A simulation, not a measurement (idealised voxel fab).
process module | voxel gate over fins
cross-section cut | 275 nm wide | cells 5 nm
A cross-section is a grid of square cells, given in bands from the top down. A band is one or more rows of cells.
Each band's line starts with the height of the band's top and of its bottom, in nm. Then come its materials from left to right, each with its width in nm. One material with "throughout" fills the band from edge to edge. "air" is empty space.
Height 0 is the level under which the wafer as received is all one material. The lowest band goes on downwards, as in "0 down".
A width such as "30 to 40" changes by the same amount from each row of cells to the next, from the band's top row to its bottom row.
"no change" after a step means that no cell of the cross-section changed.
closed voids: empty space of 8 cells or more with no open way to the top, each as width x height at its distance from the left edge, in nm
after a step's settings: what the simulator itself notes on the step
overlay nm, on a step with a mask: how far to the right of its planned place the mask lay; to the left if negative
plan
1 op RECEIVE | material Si
2 op CONFORMAL_DEP | material SiN | thk nm 10
3 op PATTERN | tone cover | mask id FINS | material resist | width nm 15 | pitch nm 50 | thk nm 15 | overlay nm 0
4 op DIRECTIONAL_ETCH | etch materials SiN | depth nm 10
5 op DIRECTIONAL_ETCH | etch materials Si | depth nm 40
6 op STRIP | etch materials resist
7 op OXIDIZE | depth nm 5
8 op FILL_DEP | material SiO2 | thk nm 5
9 op CMP | height nm 10
10 op DIRECTIONAL_DEP | material aC | thk nm 10
11 op PATTERN | tone open | mask id RAIL | material resist | width nm 15 | thk nm 30 | overlay nm 0
12 op DIRECTIONAL_ETCH | etch materials aC | depth nm 10
13 op STRIP | etch materials resist
14 op DIRECTIONAL_ETCH | etch materials SiO2 | depth nm 45
15 op STRIP | etch materials aC
16 op CONFORMAL_DEP | material TiN | thk nm 5
17 op FILL_DEP | material Ru | thk nm 5
18 op CMP | height nm 10
19 op SELECTIVE_ETCH | etch materials W Ru TiN | depth nm 30
20 op FILL_DEP | material SiO2 | thk nm 5
21 op CMP | height nm 10
22 op SELECTIVE_ETCH | etch materials SiO2 | depth nm 20
23 op STRIP | etch materials SiN
24 op CONFORMAL_DEP | material HfO2 | thk nm 5
25 op CONFORMAL_DEP | material TiN | thk nm 5
26 op CONFORMAL_DEP | material TiAl | thk nm 5
27 op CONFORMAL_DEP | material TiN | thk nm 5
28 op FILL_DEP | material W | thk nm 15
29 op CMP | height nm 30
30 op CONFORMAL_DEP | material SiCN | thk nm 5
first wafer, as planned
as received, after step 1
  0 down: Si throughout
  closed voids: none
after step 2
  10 to 0: SiN throughout
  below 0: unchanged
after step 3
  25 to 10: air 55 | resist 15 | air 35 | resist 15 | air 35 | resist 15 | air 35 | resist 15 | air 55
  below 10: unchanged
after step 4
  25 to 10: air 55 | resist 15 | air 35 | resist 15 | air 35 | resist 15 | air 35 | resist 15 | air 55
  10 to 0: air 55 | SiN 15 | air 35 | SiN 15 | air 35 | SiN 15 | air 35 | SiN 15 | air 55
  below 0: unchanged
after step 5
  25 to 10: air 55 | resist 15 | air 35 | resist 15 | air 35 | resist 15 | air 35 | resist 15 | air 55
  10 to 0: air 55 | SiN 15 | air 35 | SiN 15 | air 35 | SiN 15 | air 35 | SiN 15 | air 55
  0 to -40: air 55 | Si 15 | air 35 | Si 15 | air 35 | Si 15 | air 35 | Si 15 | air 55
  below -40: unchanged
after step 6
  10 to 0: air 55 | SiN 15 | air 35 | SiN 15 | air 35 | SiN 15 | air 35 | SiN 15 | air 55
  below 0: unchanged
after step 7
  10 to 0: air 55 | SiN 15 | air 35 | SiN 15 | air 35 | SiN 15 | air 35 | SiN 15 | air 55
  0 to -40: air 55 | SiO2 5 | Si 5 | SiO2 5 | air 35 | SiO2 5 | Si 5 | SiO2 5 | air 35 | SiO2 5 | Si 5 | SiO2 5 | air 35 | SiO2 5 | Si 5 | SiO2 5 | air 55
  -40 to -45: SiO2 60 | Si 5 | SiO2 45 | Si 5 | SiO2 45 | Si 5 | SiO2 45 | Si 5 | SiO2 60
  below -45: unchanged
after step 8
  15 to 10: SiO2 throughout
  10 to 0: SiO2 55 | SiN 15 | SiO2 35 | SiN 15 | SiO2 35 | SiN 15 | SiO2 35 | SiN 15 | SiO2 55
  0 to -45: SiO2 60 | Si 5 | SiO2 45 | Si 5 | SiO2 45 | Si 5 | SiO2 45 | Si 5 | SiO2 60
  below -45: unchanged
after step 9
  10 to 0: SiO2 55 | SiN 15 | SiO2 35 | SiN 15 | SiO2 35 | SiN 15 | SiO2 35 | SiN 15 | SiO2 55
  below 0: unchanged
after step 10
  20 to 10: aC throughout
  below 10: unchanged
after step 11
  50 to 20: resist 80 | air 15 | resist 180
  below 20: unchanged
after step 12
  40 to 20: resist 80 | air 15 | resist 180
  20 to 10: aC 80 | air 15 | aC 180
  below 10: unchanged
after step 13
  20 to 10: aC 80 | air 15 | aC 180
  below 10: unchanged
after step 14
  20 to 10: aC 80 | air 15 | aC 180
  10 to 0: SiO2 55 | SiN 15 | SiO2 10 | air 15 | SiO2 10 | SiN 15 | SiO2 35 | SiN 15 | SiO2 35 | SiN 15 | SiO2 55
  0 to -35: SiO2 60 | Si 5 | SiO2 15 | air 15 | SiO2 15 | Si 5 | SiO2 45 | Si 5 | SiO2 45 | Si 5 | SiO2 60
  below -35: unchanged
after step 15
  10 to 0: SiO2 55 | SiN 15 | SiO2 10 | air 15 | SiO2 10 | SiN 15 | SiO2 35 | SiN 15 | SiO2 35 | SiN 15 | SiO2 55
  below 0: unchanged
after step 16
  15 to 10: TiN 85 | air 5 | TiN 185
  10 to 0: SiO2 55 | SiN 15 | SiO2 10 | TiN 5 | air 5 | TiN 5 | SiO2 10 | SiN 15 | SiO2 35 | SiN 15 | SiO2 35 | SiN 15 | SiO2 55
  0 to -30: SiO2 60 | Si 5 | SiO2 15 | TiN 5 | air 5 | TiN 5 | SiO2 15 | Si 5 | SiO2 45 | Si 5 | SiO2 45 | Si 5 | SiO2 60
  -30 to -35: SiO2 60 | Si 5 | SiO2 15 | TiN 15 | SiO2 15 | Si 5 | SiO2 45 | Si 5 | SiO2 45 | Si 5 | SiO2 60
  below -35: unchanged
after step 17
  20 to 15: Ru throughout
  15 to 10: TiN 85 | Ru 5 | TiN 185
  10 to 0: SiO2 55 | SiN 15 | SiO2 10 | TiN 5 | Ru 5 | TiN 5 | SiO2 10 | SiN 15 | SiO2 35 | SiN 15 | SiO2 35 | SiN 15 | SiO2 55
  0 to -30: SiO2 60 | Si 5 | SiO2 15 | TiN 5 | Ru 5 | TiN 5 | SiO2 15 | Si 5 | SiO2 45 | Si 5 | SiO2 45 | Si 5 | SiO2 60
  below -30: unchanged
after step 18
  10 to 0: SiO2 55 | SiN 15 | SiO2 10 | TiN 5 | Ru 5 | TiN 5 | SiO2 10 | SiN 15 | SiO2 35 | SiN 15 | SiO2 35 | SiN 15 | SiO2 55
  below 0: unchanged
after step 19
  10 to 0: SiO2 55 | SiN 15 | SiO2 10 | air 15 | SiO2 10 | SiN 15 | SiO2 35 | SiN 15 | SiO2 35 | SiN 15 | SiO2 55
  0 to -20: SiO2 60 | Si 5 | SiO2 15 | air 15 | SiO2 15 | Si 5 | SiO2 45 | Si 5 | SiO2 45 | Si 5 | SiO2 60
  below -20: unchanged
after step 20
  15 to 10: SiO2 throughout
  10 to 0: SiO2 55 | SiN 15 | SiO2 35 | SiN 15 | SiO2 35 | SiN 15 | SiO2 35 | SiN 15 | SiO2 55
  0 to -20: SiO2 60 | Si 5 | SiO2 45 | Si 5 | SiO2 45 | Si 5 | SiO2 45 | Si 5 | SiO2 60
  below -20: unchanged
after step 21
  10 to 0: SiO2 55 | SiN 15 | SiO2 35 | SiN 15 | SiO2 35 | SiN 15 | SiO2 35 | SiN 15 | SiO2 55
  below 0: unchanged
after step 22
  10 to 0: air 55 | SiN 15 | air 35 | SiN 15 | air 35 | SiN 15 | air 35 | SiN 15 | air 55
  0 to -10: air 60 | Si 5 | air 45 | Si 5 | air 45 | Si 5 | air 45 | Si 5 | air 60
  below -10: unchanged
after step 23
  0 to -10: air 60 | Si 5 | air 45 | Si 5 | air 45 | Si 5 | air 45 | Si 5 | air 60
  below -10: unchanged
after step 24
  5 to 0: air 55 | HfO2 15 | air 35 | HfO2 15 | air 35 | HfO2 15 | air 35 | HfO2 15 | air 55
  0 to -5: air 55 | HfO2 5 | Si 5 | HfO2 5 | air 35 | HfO2 5 | Si 5 | HfO2 5 | air 35 | HfO2 5 | Si 5 | HfO2 5 | air 35 | HfO2 5 | Si 5 | HfO2 5 | air 55
  -5 to -10: HfO2 60 | Si 5 | HfO2 45 | Si 5 | HfO2 45 | Si 5 | HfO2 45 | Si 5 | HfO2 60
  below -10: unchanged
after step 25
  10 to 5: air 50 | TiN 25 | air 25 | TiN 25 | air 25 | TiN 25 | air 25 | TiN 25 | air 50
  5 to 0: air 50 | TiN 5 | HfO2 15 | TiN 5 | air 25 | TiN 5 | HfO2 15 | TiN 5 | air 25 | TiN 5 | HfO2 15 | TiN 5 | air 25 | TiN 5 | HfO2 15 | TiN 5 | air 50
  0 to -5: TiN 55 | HfO2 5 | Si 5 | HfO2 5 | TiN 35 | HfO2 5 | Si 5 | HfO2 5 | TiN 35 | HfO2 5 | Si 5 | HfO2 5 | TiN 35 | HfO2 5 | Si 5 | HfO2 5 | TiN 55
  below -5: unchanged
after step 26
  15 to 10: air 45 | TiAl 35 | air 15 | TiAl 35 | air 15 | TiAl 35 | air 15 | TiAl 35 | air 45
  10 to 5: air 45 | TiAl 5 | TiN 25 | TiAl 5 | air 15 | TiAl 5 | TiN 25 | TiAl 5 | air 15 | TiAl 5 | TiN 25 | TiAl 5 | air 15 | TiAl 5 | TiN 25 | TiAl 5 | air 45
  5 to 0: TiAl 50 | TiN 5 | HfO2 15 | TiN 5 | TiAl 25 | TiN 5 | HfO2 15 | TiN 5 | TiAl 25 | TiN 5 | HfO2 15 | TiN 5 | TiAl 25 | TiN 5 | HfO2 15 | TiN 5 | TiAl 50
  below 0: unchanged
after step 27
  20 to 15: air 40 | TiN 45 | air 5 | TiN 45 | air 5 | TiN 45 | air 5 | TiN 45 | air 40
  15 to 10: air 40 | TiN 5 | TiAl 35 | TiN 5 | air 5 | TiN 5 | TiAl 35 | TiN 5 | air 5 | TiN 5 | TiAl 35 | TiN 5 | air 5 | TiN 5 | TiAl 35 | TiN 5 | air 40
  10 to 5: TiN 45 | TiAl 5 | TiN 25 | TiAl 5 | TiN 15 | TiAl 5 | TiN 25 | TiAl 5 | TiN 15 | TiAl 5 | TiN 25 | TiAl 5 | TiN 15 | TiAl 5 | TiN 25 | TiAl 5 | TiN 45
  below 5: unchanged
after step 28
  35 to 20: W throughout
  20 to 15: W 40 | TiN 45 | W 5 | TiN 45 | W 5 | TiN 45 | W 5 | TiN 45 | W 40
  15 to 10: W 40 | TiN 5 | TiAl 35 | TiN 5 | W 5 | TiN 5 | TiAl 35 | TiN 5 | W 5 | TiN 5 | TiAl 35 | TiN 5 | W 5 | TiN 5 | TiAl 35 | TiN 5 | W 40
  below 10: unchanged
after step 29
  30 to 20: W throughout
  below 20: unchanged
after step 30
  35 to 30: SiCN throughout
  below 30: unchanged
second wafer: like start, like plan, one mistake. Through step 25 it matches the first wafer
when step 26 should have ended: no change
when step 27 should have ended
  15 to 5: air 45 | TiN 35 | air 15 | TiN 35 | air 15 | TiN 35 | air 15 | TiN 35 | air 45
  5 to 0: TiN 55 | HfO2 15 | TiN 35 | HfO2 15 | TiN 35 | HfO2 15 | TiN 35 | HfO2 15 | TiN 55
  below 0: unchanged
when step 28 should have ended
  30 to 15: W throughout
  15 to 5: W 45 | TiN 35 | W 15 | TiN 35 | W 15 | TiN 35 | W 15 | TiN 35 | W 45
  below 5: unchanged
when step 29 should have ended: no change
when step 30 should have ended
  35 to 30: SiCN throughout
  below 30: unchanged
what went wrong: step 26 was left out
at the end the second wafer has, in cells: 71 fewer of TiAl | 71 more of W
